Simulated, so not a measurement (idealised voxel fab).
This section sets out a process module, namely voxel tone inversion.
Cross-section cut: width 285 nm, square cells of 5 nm.
The cross-sections in this document take the form of a grid made of square cells. They are written out as bands, in order from top to bottom. Each band consists of one or more rows of cells. Heights first: top, then bottom, in nm. Then materials, left to right, each with a width in nm. "edge to edge" on a single material: fills the band edge to edge. "blank": empty space. Heights are expressed relative to 0, this being the level below which the as-received wafer comprises one material exclusively. The lowest band is unbounded in the downward direction and is denoted as in "top 0, no bottom". When a width is written as two numbers, as in "30..40", the first number is the width in the top row of cells of the band and the second is the width in its bottom row, and the width changes by the same amount from each row to the next. Step note "no modifications" = no cross-section cell changed. "Closed void inventory" enumerates empty spaces isolated from the top, with no open way to it, that contain at least 8 cells, giving each as width x height at distance from the left edge, all three in nm. Past the settings on a step's line: simulator remark, on that step. Among the settings permitted on a step's line is "overlay nm"; applied to a step with a mask, it specifies the extent to which the mask lay to the right of its planned position, whereas a negative figure signifies a position to the left.

### This section lists the process steps that were planned
1: RECEIVE (material Si)
2: CONFORMAL_DEP (material SiN; thk nm 10)
3: DIRECTIONAL_DEP (material aC; thk nm 15)
4: PATTERN (tone cover; mask id POSTS; material resist; width nm 20; pitch nm 45; thk nm 20; overlay nm 0)
5: DIRECTIONAL_ETCH (etch materials aC; depth nm 15)
6: STRIP (etch materials resist)
7: FILL_DEP (material SiO2; thk nm 10)
8: CMP (height nm 25)
9: STRIP (etch materials aC)

### Cross-section of the incoming wafer, state after step 1
  top 0, no bottom  Si edge to edge
  Closed void inventory: none

### Starting structure and process plan are as shown above, but one mistake was made in running the module; the wafer cross-section at the end of the module follows
  top 25, bottom 10  blank 110, SiO2 20, blank 25, SiO2 20, blank 110
  top 10, bottom 0  SiN edge to edge
  top 0, no bottom  Si edge to edge
  Closed void inventory: none
What was the processing mistake? step 4 did not use the planned setting and instead ran as PATTERN (tone open; mask id POSTS; material resist; width nm 20; pitch nm 45; thk nm 20; overlay nm 0)
